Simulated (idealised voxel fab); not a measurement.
Process module heading - voxel self aligned vias
It is cross-section cut that appears here, measuring 275 nm in width, its square cells being 5 nm in size.
Cross-section = grid of square cells, listed top down in bands; band = one or more rows. Top, bottom (nm), then materials left to right with widths (nm); lone material tagged "all across" fills the whole band edge to edge; "air" = empty space. Height datum 0, below which the as-received substrate wafer is one material. Lowest band open at the bottom, running downward: "0 nm and below". Think of "30->40" as a width that walks from the first number to the second as you go down the band, top row to bottom row, taking equal-sized steps from row to row. For the purposes of this document, the phrase "left unchanged" attached to a step denotes that no cell within the cross-section was modified by that step. The list in "Sealed internal cavities" covers empty spaces of 8 cells or more that cannot reach the top through any open way, and it gives each as width x height at distance; the distance is from the left edge, and width, height and distance are in nm. Note: text after step settings on the step line = simulator remark on that step. Regarding "overlay nm": on a step with a mask, it is the distance the mask lay to the right of its planned place; a negative value places it to the left.

## The process steps that were planned are listed below
1: RECEIVE,material Si
2: CONFORMAL_DEP,material SiO2,thk nm 15
3: CONFORMAL_DEP,material SiCN,thk nm 5
4: DIRECTIONAL_DEP,material lowk,thk nm 20
5: PATTERN,tone open,mask id LINES,material resist,width nm 25,pitch nm 60,thk nm 15,overlay nm 0
6: DIRECTIONAL_ETCH,etch materials lowk,depth nm 20
7: STRIP,etch materials resist
8: CONFORMAL_DEP,material TiN,thk nm 5
9: FILL_DEP,material Ru,thk nm 5
10: CMP,height nm 40
11: SELECTIVE_ETCH,etch materials W Ru TiN,depth nm 10
12: FILL_DEP,material SiN,thk nm 5
13: CMP,height nm 40
14: DIRECTIONAL_DEP,material lowk,thk nm 15
15: PATTERN,tone open,mask id VIAS,material resist,width nm 35,pitch nm 60,thk nm 15,overlay nm 0
16: DIRECTIONAL_ETCH,etch materials lowk,depth nm 15
17: DIRECTIONAL_ETCH,etch materials SiN,depth nm 10
18: STRIP,etch materials resist
19: CONFORMAL_DEP,material TiN,thk nm 5
20: FILL_DEP,material Cu,thk nm 10
21: CMP,height nm 55
22: CONFORMAL_DEP,material SiCN,thk nm 5

## as received, after step 1
> 0 nm and below: Si all across
> Sealed internal cavities: none

## Cross-section at module end, one run error; start and plan unchanged from above
> 60 nm to 55 nm: TiN all across
> 55 nm to 45 nm: 90 of lowk, 5 of TiN, 25 of Cu, 5 of TiN, 25 of lowk, 5 of TiN, 25 of Cu, 5 of TiN, 90 of lowk
> 45 nm to 35 nm: 90->95 of lowk, 10->5 of TiN, 15 of Cu, 10->5 of TiN, 25->35 of lowk, 10->5 of TiN, 15 of Cu, 10->5 of TiN, 90->95 of lowk
> 35 nm to 30 nm: 95 of lowk, 25 of TiN, 35 of lowk, 25 of TiN, 95 of lowk
> 30 nm to 25 nm: 95 of lowk, 5 of TiN, 15 of Ru, 5 of TiN, 35 of lowk, 5 of TiN, 15 of Ru, 5 of TiN, 95 of lowk
> 25 nm to 20 nm: 95 of lowk, 25 of TiN, 35 of lowk, 25 of TiN, 95 of lowk
> 20 nm to 15 nm: SiCN all across
> 15 nm to 0 nm: SiO2 all across
> 0 nm and below: Si all across
> Sealed internal cavities: none
What went wrong in running the wafer? rather than as planned, step 22 actually ran as CONFORMAL_DEP,material TiN,thk nm 5
